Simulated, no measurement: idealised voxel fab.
Process module, titled voxel released beams
Shown is cross-section cut, with a width of 290 nm and square cells of size 5 nm.
Throughout this document, each cross-section is represented as a grid of square cells and is presented as a sequence of bands enumerated from the top downward, where a band comprises one or more rows of cells. Band: top height; bottom height; in nm. Then, left to right: material with width in nm, for each material. "everywhere": a single material spanning edge to edge. "air": empty space. Ref level 0: as-received wafer is one material below here. Bottom band extends down with no lower bound ("z 0 and below"). A two-number width, for instance "30->40", indicates that the width is equal to the first number in the top row of the band and to the second number in the bottom row, and that it changes by a constant amount per row of cells. The cross-section has no changed cell in any step marked "everything unchanged". What "Enclosed cavity list" gives you is every empty space of 8 cells or more that is cut off from the top. Each appears as width x height at distance, with the distance taken from the left edge and width, height and distance all in nm. That trailing text on a step's line, after the settings, is the simulator's own remark on the step. overlay nm: right-of-plan distance of the mask on a masked step; negative values mean left-of-plan.
The planned process steps are enumerated hereunder:
step 1: RECEIVE,material Si
step 2: CONFORMAL_DEP,material SiN,thk nm 10
step 3: DIRECTIONAL_DEP,material SiO2,thk nm 10
step 4: MASKED_ETCH,tone open,mask id ANCHOR,width nm 40,etch materials SiO2,depth nm 10,overlay nm 0
step 5: CONFORMAL_DEP,material TiN,thk nm 15
step 6: DIRECTIONAL_DEP,material aC,thk nm 15
step 7: PATTERN,tone cover,mask id BEAM,material resist,width nm 100,thk nm 35,overlay nm 0
step 8: DIRECTIONAL_ETCH,etch materials aC,depth nm 15
step 9: STRIP,etch materials resist
step 10: DIRECTIONAL_ETCH,etch materials TiN,depth nm 5
step 11: STRIP,etch materials aC
step 12: STRIP,etch materials SiO2
The depth nm used in step 10 is not the same on every wafer, whereas the starting condition is; the value printed in the plan is the first wafer's.
Cross-section of the first of several wafers on receipt, reflecting completion of step 1:
    z 0 and below | Si everywhere
    Enclosed cavity list: none
Wafer rows; end of module; cells per material since receipt: (+) gained, (-) lost; then closed voids:
depth nm 5, +116 SiN, +100 SiO2, +148 TiN, Enclosed cavity list: none
depth nm 10, +116 SiN, +100 SiO2, +110 TiN, Enclosed cavity list: none
depth nm 15, +116 SiN, +72 TiN, Enclosed cavity list: none
depth nm 20, +116 SiN, +72 TiN, Enclosed cavity list: none
depth nm 25, +116 SiN, +72 TiN, Enclosed cavity list: none
depth nm 30, +116 SiN, +72 TiN, Enclosed cavity list: none
